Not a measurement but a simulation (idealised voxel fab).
voxel self aligned contacts: a process module
This is section cut - it's 300 nm across, gridded in 5 nm square cells.
Square cells in a grid make up a cross-section in this document, and the grid is given as bands, listed from the top down, each one or more rows of cells. Basically the band line says how high the top is and how high the bottom is, in nm, and then what's in it from left to right, every material with its width in nm. Empty space shows up as "air", and if a single material carries "throughout" it runs the full band edge to edge. Heads up on the height convention: 0 is the point under which the incoming wafer is all one material, and the lowest band has no bottom, it just keeps going down, like "0 down". So if you see something like "30 to 40" for the width, read it as the top row of the band sitting at the first number and the bottom row at the second, with every row in between moving by the same amount as the last. "nothing different" for a step: no cell of the cross-section changed in that step. "closed voids": empty spaces of 8 cells or more with no open way to the top, each given as width x height at distance, distance from the left edge, all in nm. On each step's line, the part that comes after the settings is the simulator's own comment on the step. "overlay nm" denotes, for a step that has a mask, the displacement of the mask to the right of its planned place, with negative values corresponding to the left.

Set out below are the planned steps of the process
step 1: RECEIVE: material Si
step 2: OXIDIZE: depth nm 5
step 3: DIRECTIONAL_DEP: material polySi, thk nm 25
step 4: DIRECTIONAL_DEP: material SiN, thk nm 25
step 5: PATTERN: tone cover, mask id GATE, material resist, width nm 25, pitch nm 65, thk nm 15, overlay nm 0
step 6: DIRECTIONAL_ETCH: etch materials SiN, depth nm 25
step 7: DIRECTIONAL_ETCH: etch materials polySi, depth nm 25
step 8: STRIP: etch materials resist
step 9: CONFORMAL_DEP: material SiN, thk nm 10
step 10: DIRECTIONAL_ETCH: etch materials SiN, depth nm 10
step 11: FILL_DEP: material SiO2, thk nm 15
step 12: CMP: height nm 60
step 13: MASKED_ETCH: tone open, mask id CONTACT, width nm 40, etch materials SiO2, depth nm 65, overlay nm 0
step 14: CONFORMAL_DEP: material TiN, thk nm 5
step 15: FILL_DEP: material Ru, thk nm 5
step 16: CMP: height nm 60
step 17: CONFORMAL_DEP: material SiCN, thk nm 5
Same starting wafers, different width nm at step 13. Plan value belongs to the first wafer.

First of several wafers (as received, post step 1), cross-sectional view
- 0 down: Si throughout
- closed voids: none

Cross-section of the first of several wafers once the module has run through its last step, step 17
- 65 to 60: SiCN throughout
- 60 to 50: 130 SiO2  5 to 15 TiN  30 to 10 Ru  5 to 15 TiN  130 SiO2
- 50 to 25: 95 SiO2  45 SiN  5 TiN  10 Ru  5 TiN  45 SiN  95 SiO2
- 25 to 0: 95 SiO2  10 SiN  25 polySi  10 SiN  5 TiN  10 Ru  5 TiN  10 SiN  25 polySi  10 SiN  95 SiO2
- 0 to -5: 140 SiO2  20 TiN  140 SiO2
- -5 down: Si throughout
- closed voids: none

End of module, last wafer sectioned
- 65 to 60: SiCN throughout
- 60 to 50: 120 SiO2  5 to 25 TiN  55 to 10 Ru  5 to 30 TiN  115 SiO2
- 50 to 25: 95 SiO2  45 SiN  5 TiN  10 Ru  5 TiN  45 SiN  95 SiO2
- 25 to 0: 95 SiO2  10 SiN  25 polySi  10 SiN  5 TiN  10 Ru  5 TiN  10 SiN  25 polySi  10 SiN  95 SiO2
- 0 to -5: 140 SiO2  20 TiN  140 SiO2
- -5 down: Si throughout
- closed voids: none

Every row in this table is a wafer at the end of the module, and it gives, for each of the materials, the cells that wafer has gained (+) or lost (-) since it was received, then its closed voids
width nm 40; +28 Ru; -60 Si; +60 SiCN; +130 SiN; +540 SiO2; +32 TiN; +50 polySi; closed voids: none
width nm 45; +29 Ru; -60 Si; +60 SiCN; +130 SiN; +538 SiO2; +33 TiN; +50 polySi; closed voids: none
width nm 50; +30 Ru; -60 Si; +60 SiCN; +130 SiN; +536 SiO2; +34 TiN; +50 polySi; closed voids: none
width nm 55; +31 Ru; -60 Si; +60 SiCN; +130 SiN; +534 SiO2; +35 TiN; +50 polySi; closed voids: none
width nm 60; +32 Ru; -60 Si; +60 SiCN; +130 SiN; +532 SiO2; +36 TiN; +50 polySi; closed voids: none
width nm 65; +33 Ru; -60 Si; +60 SiCN; +130 SiN; +530 SiO2; +37 TiN; +50 polySi; closed voids: none
